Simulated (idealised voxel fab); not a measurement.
The document below concerns the process module designated voxel ribs on slabs.
The width of the displayed cross-section, cut, is 290 nm; its cells are square, with a size of 5 nm.
A cross-section is written here as square cells arranged in a grid, and it is given in bands from the top down, each band taking up one or more rows of cells. Top, bottom (nm), then materials left to right with widths (nm); lone material tagged "edge to edge" fills the whole band edge to edge; "empty" = empty space. Where do heights start? At 0: under that level the wafer as delivered is made of one material only. And the lowest band has no floor; it just carries on downward, as in "0 nm and below". Width "30 to 40": first value at the band's top row of cells, second value at its bottom row, equal change from row to row. Where the words "identical to before" appear for a step, the cross-section shows no cell changed by that step; every cell remained as before. In the "Internal closed voids" entry, you get each enclosed empty space of 8 cells or more, one with no open way to the top, written width x height at distance, distance from the left edge, in nm. Post-settings text on a step line: simulator's own remark regarding the step. overlay nm: on a step with a mask, how far right of its planned place the mask lay; negative means left.

This section lists the process steps that were planned
step 1: RECEIVE with material Si
step 2: DIRECTIONAL_DEP with material SiO2, thk nm 25
step 3: DIRECTIONAL_DEP with material polySi, thk nm 25
step 4: PATTERN with tone cover, mask id RIB, material resist, width nm 30, thk nm 20, overlay nm 0
step 5: DIRECTIONAL_ETCH with etch materials polySi, depth nm 10
step 6: STRIP with etch materials resist
step 7: MASKED_ETCH with tone cover, mask id SLAB, width nm 90, etch materials polySi, depth nm 15, overlay nm 0
step 8: FILL_DEP with material SiO2, thk nm 25
step 9: CMP with height nm 70
step 10: DIRECTIONAL_DEP with material TiN, thk nm 5
step 11: MASKED_ETCH with tone cover, mask id HEATER, width nm 40, etch materials TiN, depth nm 5, overlay nm 0
step 12: CONFORMAL_DEP with material SiO2, thk nm 5

Wafer as received: cross-section following step 1
	0 nm and below = Si edge to edge
	Internal closed voids: none

The cross-section shown corresponds to the wafer at the conclusion of the module. The initial structure and the process plan are those presented above; however, one mistake occurred in executing the plan
	80 nm to 75 nm = empty 120  SiO2 50  empty 120
	75 nm to 70 nm = SiO2 125  TiN 40  SiO2 125
	70 nm to 25 nm = SiO2 edge to edge
	25 nm to 0 nm = polySi edge to edge
	0 nm and below = Si edge to edge
	Internal closed voids: none
Which mistake was made when the wafer was run? note: step 2 <-> step 3, run order reversed vs plan
